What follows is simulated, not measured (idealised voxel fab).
process module | voxel wiring stack
cross-section cut | 270 nm wide | cells 5 nm
A cross-section is a grid of square cells, given in bands from the top down. A band is one or more rows of cells.
Each band's line starts with the height of the band's top and of its bottom, in nm. Then come its materials from left to right, each with its width in nm. One material with "throughout" fills the band from edge to edge. "air" is empty space.
Height 0 is the level under which the wafer as received is all one material. The lowest band goes on downwards, as in "0 down".
A width such as "30 to 40" changes by the same amount from each row of cells to the next, from the band's top row to its bottom row.
"no change" after a step means that no cell of the cross-section changed.
closed voids: empty space of 8 cells or more with no open way to the top, each as width x height at its distance from the left edge, in nm
after a step's settings: what the simulator itself notes on the step
overlay nm, on a step with a mask: how far to the right of its planned place the mask lay; to the left if negative
plan
1 op RECEIVE | material Si
2 op CONFORMAL_DEP | material SiO2 | thk nm 15
3 op CONFORMAL_DEP | material SiN | thk nm 5
4 op DIRECTIONAL_DEP | material SiO2 | thk nm 15
5 op PATTERN | tone open | mask id METAL_1 | material resist | width nm 30 | pitch nm 50 | thk nm 20 | overlay nm 0
6 op DIRECTIONAL_ETCH | etch materials SiO2 | depth nm 15
7 op DIRECTIONAL_ETCH | etch materials SiN | depth nm 5
8 op STRIP | etch materials resist
9 op CONFORMAL_DEP | material TiN | thk nm 5
10 op FILL_DEP | material Cu | thk nm 10
11 op CMP | height nm 35
12 op CONFORMAL_DEP | material SiCN | thk nm 5
13 op DIRECTIONAL_DEP | material lowk | thk nm 25
14 op MASKED_ETCH | tone open | mask id METAL_2_HOLES | width nm 15 | etch materials lowk | depth nm 25 | overlay nm 0
15 op DIRECTIONAL_DEP | material aC | thk nm 10
16 op PATTERN | tone open | mask id METAL_2 | material resist | width nm 30 | pitch nm 50 | thk nm 25 | overlay nm 0
17 op DIRECTIONAL_ETCH | etch materials aC | depth nm 10
18 op STRIP | etch materials resist
19 op DIRECTIONAL_ETCH | etch materials lowk | depth nm 15
20 op DIRECTIONAL_ETCH | etch materials SiCN | depth nm 5
21 op STRIP | etch materials aC
22 op CONFORMAL_DEP | material TiN | thk nm 5
23 op FILL_DEP | material Ru | thk nm 5
24 op CMP | height nm 65
25 op CONFORMAL_DEP | material SiCN | thk nm 5
26 op DIRECTIONAL_DEP | material SiO2 | thk nm 10
27 op MASKED_ETCH | tone open | mask id PLUG_2 | width nm 15 | etch materials SiO2 | depth nm 10 | overlay nm 0
28 op MASKED_ETCH | tone open | mask id PLUG_2 | width nm 15 | etch materials SiCN | depth nm 5 | overlay nm 0
29 op CONFORMAL_DEP | material TiN | thk nm 5
30 op FILL_DEP | material Ru | thk nm 5
31 op CMP | height nm 80
32 op CONFORMAL_DEP | material SiN | thk nm 5
33 op DIRECTIONAL_DEP | material SiO2 | thk nm 20
34 op MASKED_ETCH | tone open | mask id METAL_3 | width nm 30 | pitch nm 50 | etch materials SiO2 | depth nm 20 | overlay nm 0
35 op MASKED_ETCH | tone open | mask id METAL_3 | width nm 30 | pitch nm 50 | etch materials SiN | depth nm 5 | overlay nm 0
36 op CONFORMAL_DEP | material TiN | thk nm 5
37 op FILL_DEP | material Ru | thk nm 5
38 op CMP | height nm 105
39 op CONFORMAL_DEP | material SiN | thk nm 5
first wafer, as planned
as received, after step 1
  0 down: Si throughout
  closed voids: none
after step 2
  15 to 0: SiO2 throughout
  below 0: unchanged
after step 3
  20 to 15: SiN throughout
  below 15: unchanged
after step 4
  35 to 20: SiO2 throughout
  below 20: unchanged
after step 5
  55 to 35: resist 95 | air 30 | resist 20 | air 30 | resist 95
  below 35: unchanged
after step 6
  55 to 35: resist 95 | air 30 | resist 20 | air 30 | resist 95
  35 to 20: SiO2 95 | air 30 | SiO2 20 | air 30 | SiO2 95
  below 20: unchanged
after step 7
  55 to 35: resist 95 | air 30 | resist 20 | air 30 | resist 95
  35 to 20: SiO2 95 | air 30 | SiO2 20 | air 30 | SiO2 95
  20 to 15: SiN 95 | air 30 | SiN 20 | air 30 | SiN 95
  below 15: unchanged
after step 8
  35 to 20: SiO2 95 | air 30 | SiO2 20 | air 30 | SiO2 95
  below 20: unchanged
after step 9
  40 to 35: TiN 100 | air 20 | TiN 30 | air 20 | TiN 100
  35 to 20: SiO2 95 | TiN 5 | air 20 | TiN 5 | SiO2 20 | TiN 5 | air 20 | TiN 5 | SiO2 95
  20 to 15: SiN 95 | TiN 30 | SiN 20 | TiN 30 | SiN 95
  below 15: unchanged
after step 10
  50 to 40: Cu throughout
  40 to 35: TiN 100 | Cu 20 | TiN 30 | Cu 20 | TiN 100
  35 to 20: SiO2 95 | TiN 5 | Cu 20 | TiN 5 | SiO2 20 | TiN 5 | Cu 20 | TiN 5 | SiO2 95
  below 20: unchanged
after step 11
  35 to 20: SiO2 95 | TiN 5 | Cu 20 | TiN 5 | SiO2 20 | TiN 5 | Cu 20 | TiN 5 | SiO2 95
  below 20: unchanged
after step 12
  40 to 35: SiCN throughout
  below 35: unchanged
after step 13
  65 to 40: lowk throughout
  below 40: unchanged
after step 14
  65 to 40: lowk 95 | air 15 | lowk 160
  below 40: unchanged
after step 15
  75 to 65: aC 95 | air 15 | aC 160
  65 to 50: lowk 95 | air 15 | lowk 160
  50 to 40: lowk 95 | aC 15 | lowk 160
  below 40: unchanged
after step 16
  100 to 75: resist 95 | air 30 | resist 20 | air 30 | resist 95
  below 75: unchanged
after step 17
  90 to 75: resist 95 | air 30 | resist 20 | air 30 | resist 95
  75 to 65: aC 95 | air 30 | aC 20 | air 30 | aC 95
  65 to 40: lowk 95 | air 15 | lowk 160
  below 40: unchanged
after step 18
  75 to 65: aC 95 | air 30 | aC 20 | air 30 | aC 95
  below 65: unchanged
after step 19
  75 to 65: aC 95 | air 30 | aC 20 | air 30 | aC 95
  65 to 50: lowk 95 | air 30 | lowk 20 | air 30 | lowk 95
  below 50: unchanged
after step 20
  75 to 65: aC 95 | air 30 | aC 20 | air 30 | aC 95
  65 to 50: lowk 95 | air 30 | lowk 20 | air 30 | lowk 95
  50 to 40: lowk 95 | air 15 | lowk 160
  40 to 35: SiCN 95 | air 15 | SiCN 160
  below 35: unchanged
after step 21
  65 to 50: lowk 95 | air 30 | lowk 20 | air 30 | lowk 95
  below 50: unchanged
after step 22
  70 to 65: TiN 100 | air 20 | TiN 30 | air 20 | TiN 100
  65 to 55: lowk 95 | TiN 5 | air 20 | TiN 5 | lowk 20 | TiN 5 | air 20 | TiN 5 | lowk 95
  55 to 50: lowk 95 | TiN 5 | air 5 | TiN 20 | lowk 20 | TiN 30 | lowk 95
  50 to 40: lowk 95 | TiN 5 | air 5 | TiN 5 | lowk 160
  40 to 35: SiCN 95 | TiN 15 | SiCN 160
  below 35: unchanged
after step 23
  75 to 70: Ru throughout
  70 to 65: TiN 100 | Ru 20 | TiN 30 | Ru 20 | TiN 100
  65 to 55: lowk 95 | TiN 5 | Ru 20 | TiN 5 | lowk 20 | TiN 5 | Ru 20 | TiN 5 | lowk 95
  55 to 50: lowk 95 | TiN 5 | Ru 5 | TiN 20 | lowk 20 | TiN 30 | lowk 95
  50 to 40: lowk 95 | TiN 5 | Ru 5 | TiN 5 | lowk 160
  below 40: unchanged
after step 24
  65 to 55: lowk 95 | TiN 5 | Ru 20 | TiN 5 | lowk 20 | TiN 5 | Ru 20 | TiN 5 | lowk 95
  below 55: unchanged
after step 25
  70 to 65: SiCN throughout
  below 65: unchanged
after step 26
  80 to 70: SiO2 throughout
  below 70: unchanged
after step 27
  80 to 70: SiO2 95 | air 15 | SiO2 160
  below 70: unchanged
after step 28
  80 to 70: SiO2 95 | air 15 | SiO2 160
  70 to 65: SiCN 95 | air 15 | SiCN 160
  below 65: unchanged
after step 29
  85 to 80: TiN 100 | air 5 | TiN 165
  80 to 70: SiO2 95 | TiN 5 | air 5 | TiN 5 | SiO2 160
  70 to 65: SiCN 95 | TiN 15 | SiCN 160
  below 65: unchanged
after step 30
  90 to 85: Ru throughout
  85 to 80: TiN 100 | Ru 5 | TiN 165
  80 to 70: SiO2 95 | TiN 5 | Ru 5 | TiN 5 | SiO2 160
  below 70: unchanged
after step 31
  80 to 70: SiO2 95 | TiN 5 | Ru 5 | TiN 5 | SiO2 160
  below 70: unchanged
after step 32
  85 to 80: SiN throughout
  below 80: unchanged
after step 33
  105 to 85: SiO2 throughout
  below 85: unchanged
after step 34
  105 to 85: SiO2 95 | air 30 | SiO2 20 | air 30 | SiO2 95
  below 85: unchanged
after step 35
  105 to 85: SiO2 95 | air 30 | SiO2 20 | air 30 | SiO2 95
  85 to 80: SiN 95 | air 30 | SiN 20 | air 30 | SiN 95
  below 80: unchanged
after step 36
  110 to 105: TiN 100 | air 20 | TiN 30 | air 20 | TiN 100
  105 to 85: SiO2 95 | TiN 5 | air 20 | TiN 5 | SiO2 20 | TiN 5 | air 20 | TiN 5 | SiO2 95
  85 to 80: SiN 95 | TiN 30 | SiN 20 | TiN 30 | SiN 95
  below 80: unchanged
after step 37
  115 to 110: Ru throughout
  110 to 105: TiN 100 | Ru 20 | TiN 30 | Ru 20 | TiN 100
  105 to 85: SiO2 95 | TiN 5 | Ru 20 | TiN 5 | SiO2 20 | TiN 5 | Ru 20 | TiN 5 | SiO2 95
  below 85: unchanged
after step 38
  105 to 85: SiO2 95 | TiN 5 | Ru 20 | TiN 5 | SiO2 20 | TiN 5 | Ru 20 | TiN 5 | SiO2 95
  below 85: unchanged
after step 39
  110 to 105: SiN throughout
  below 105: unchanged
second wafer: like start, like plan, one mistake. Through step 26 it matches the first wafer
when step 27 should have ended
  80 to 70: SiO2 95 | air 20 | SiO2 155
  below 70: unchanged
when step 28 should have ended
  80 to 70: SiO2 95 | air 20 | SiO2 155
  70 to 65: SiCN 95 | air 15 | SiCN 160
  below 65: unchanged
when step 29 should have ended
  85 to 80: TiN 100 | air 10 | TiN 160
  80 to 70: SiO2 95 | TiN 5 | air 10 to 5 | TiN 5 to 10 | SiO2 155
  70 to 65: SiCN 95 | TiN 15 | SiCN 160
  below 65: unchanged
when step 30 should have ended
  90 to 85: Ru throughout
  85 to 80: TiN 100 | Ru 10 | TiN 160
  80 to 70: SiO2 95 | TiN 5 | Ru 10 to 5 | TiN 5 to 10 | SiO2 155
  below 70: unchanged
when step 31 should have ended
  80 to 70: SiO2 95 | TiN 5 | Ru 10 to 5 | TiN 5 to 10 | SiO2 155
  below 70: unchanged
when step 32 should have ended
  85 to 80: SiN throughout
  below 80: unchanged
when step 33 should have ended
  105 to 85: SiO2 throughout
  below 85: unchanged
when step 34 should have ended
  105 to 85: SiO2 95 | air 30 | SiO2 20 | air 30 | SiO2 95
  below 85: unchanged
when step 35 should have ended
  105 to 85: SiO2 95 | air 30 | SiO2 20 | air 30 | SiO2 95
  85 to 80: SiN 95 | air 30 | SiN 20 | air 30 | SiN 95
  below 80: unchanged
when step 36 should have ended
  110 to 105: TiN 100 | air 20 | TiN 30 | air 20 | TiN 100
  105 to 85: SiO2 95 | TiN 5 | air 20 | TiN 5 | SiO2 20 | TiN 5 | air 20 | TiN 5 | SiO2 95
  85 to 80: SiN 95 | TiN 30 | SiN 20 | TiN 30 | SiN 95
  below 80: unchanged
when step 37 should have ended
  115 to 110: Ru throughout
  110 to 105: TiN 100 | Ru 20 | TiN 30 | Ru 20 | TiN 100
  105 to 85: SiO2 95 | TiN 5 | Ru 20 | TiN 5 | SiO2 20 | TiN 5 | Ru 20 | TiN 5 | SiO2 95
  below 85: unchanged
when step 38 should have ended
  105 to 85: SiO2 95 | TiN 5 | Ru 20 | TiN 5 | SiO2 20 | TiN 5 | Ru 20 | TiN 5 | SiO2 95
  below 85: unchanged
when step 39 should have ended
  110 to 105: SiN throughout
  below 105: unchanged
what went wrong: step 27 ran as: op MASKED_ETCH | tone open | mask id PLUG_2 | width nm 20 | etch materials SiO2 | depth nm 10 | overlay nm 0
at the end the second wafer has, in cells: 1 more of Ru | 2 fewer of SiO2 | 1 more of TiN
